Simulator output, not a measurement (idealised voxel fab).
Process module name: voxel ribs on slabs
The cross-section on display is named cut; it measures 280 nm wide, and its cells are 5 nm squares.
We lay out every cross-section as a grid of square cells and spell it out in bands from the top down, where one band means one or more rows of cells.
Band: top and bottom heights (nm) first, top before bottom; then materials from left to right, widths in nm. "full width" marks a sole material filling the band edge to edge. "empty" denotes empty space.
For the purposes of this specification, 0 denotes the height below which the wafer in its as-received condition is composed wholly of one material, and the lowermost band, lacking a lower limit, extends downward without end, as expressed in "0 nm and below".
Width spec "30..40" -> top row of cells at first value, bottom row at second value, equal per-row change in between.
Key: "remains unaltered" - step with no changed cell in the cross-section.
Basically, "Closed void listing" tells you about the enclosed voids: empty spaces with no open way to the top, 8 cells or bigger, each written width x height at distance, where distance is from the left edge, all in nm.
Note: text after step settings on the step line = simulator remark on that step.
The "overlay nm" setting may appear on a step's line; for a step that uses a mask, it gives how far to the right of its planned position the mask lay, and a negative value indicates the left.

LISTED BELOW ARE THE PROCESS STEPS AS PLANNED
1: RECEIVE: material Si
2: DIRECTIONAL_DEP: material SiO2, thk nm 25
3: DIRECTIONAL_DEP: material SiN, thk nm 25
4: DIRECTIONAL_DEP: material aC, thk nm 15
5: PATTERN: tone cover, mask id RIB, material resist, width nm 30, thk nm 30, overlay nm 0
6: DIRECTIONAL_ETCH: etch materials aC, depth nm 15
7: STRIP: etch materials resist
8: DIRECTIONAL_ETCH: etch materials SiN, depth nm 15
9: STRIP: etch materials aC
10: PATTERN: tone cover, mask id SLAB, material resist, width nm 60, thk nm 20, overlay nm 0
11: DIRECTIONAL_ETCH: etch materials SiN, depth nm 10
12: STRIP: etch materials resist
13: FILL_DEP: material SiO2, thk nm 20
14: CMP: height nm 60
15: DIRECTIONAL_DEP: material TiN, thk nm 5
16: MASKED_ETCH: tone cover, mask id HEATER, width nm 40, etch materials TiN, depth nm 5, overlay nm 0
17: CONFORMAL_DEP: material SiN, thk nm 5

WAFER AT RECEIPT (POST STEP 1), CROSS-SECTION
> 0 nm and below | Si full width
> Closed void listing: none

FIRST OF TWO WAFERS, END-OF-MODULE SECTION, RUN FOLLOWED PLAN
> 70 nm to 65 nm | 115 empty / 50 SiN / 115 empty
> 65 nm to 60 nm | 120 SiN / 40 TiN / 120 SiN
> 60 nm to 50 nm | SiO2 full width
> 50 nm to 35 nm | 125 SiO2 / 30 SiN / 125 SiO2
> 35 nm to 25 nm | 110 SiO2 / 60 SiN / 110 SiO2
> 25 nm to 0 nm | SiO2 full width
> 0 nm and below | Si full width
> Closed void listing: none

CROSS-SECTION OF THE LATTER OF THE TWO WAFERS AT MODULE COMPLETION. IT HAD AN IDENTICAL START AND AN IDENTICAL PLAN TO THE FORMER; IN RUNNING IT, ONE MISTAKE WAS MADE
> 70 nm to 65 nm | 115 empty / 50 SiN / 115 empty
> 65 nm to 60 nm | 120 SiN / 40 TiN / 120 SiN
> 60 nm to 50 nm | SiO2 full width
> 50 nm to 40 nm | 110 SiO2 / 15 SiN / 30 SiO2 / 15 SiN / 110 SiO2
> 40 nm to 35 nm | 125 SiN / 30 SiO2 / 125 SiN
> 35 nm to 25 nm | SiN full width
> 25 nm to 0 nm | SiO2 full width
> 0 nm and below | Si full width
> Closed void listing: none
Short version of what went wrong: the process deviated at step 5: the operation and settings actually run there were PATTERN: tone open, mask id RIB, material resist, width nm 30, thk nm 30, overlay nm 0
Bottom line after processing is that, in cells, the second wafer is up or down on some materials versus the first: SiN: 132 more, SiO2: 132 fewer
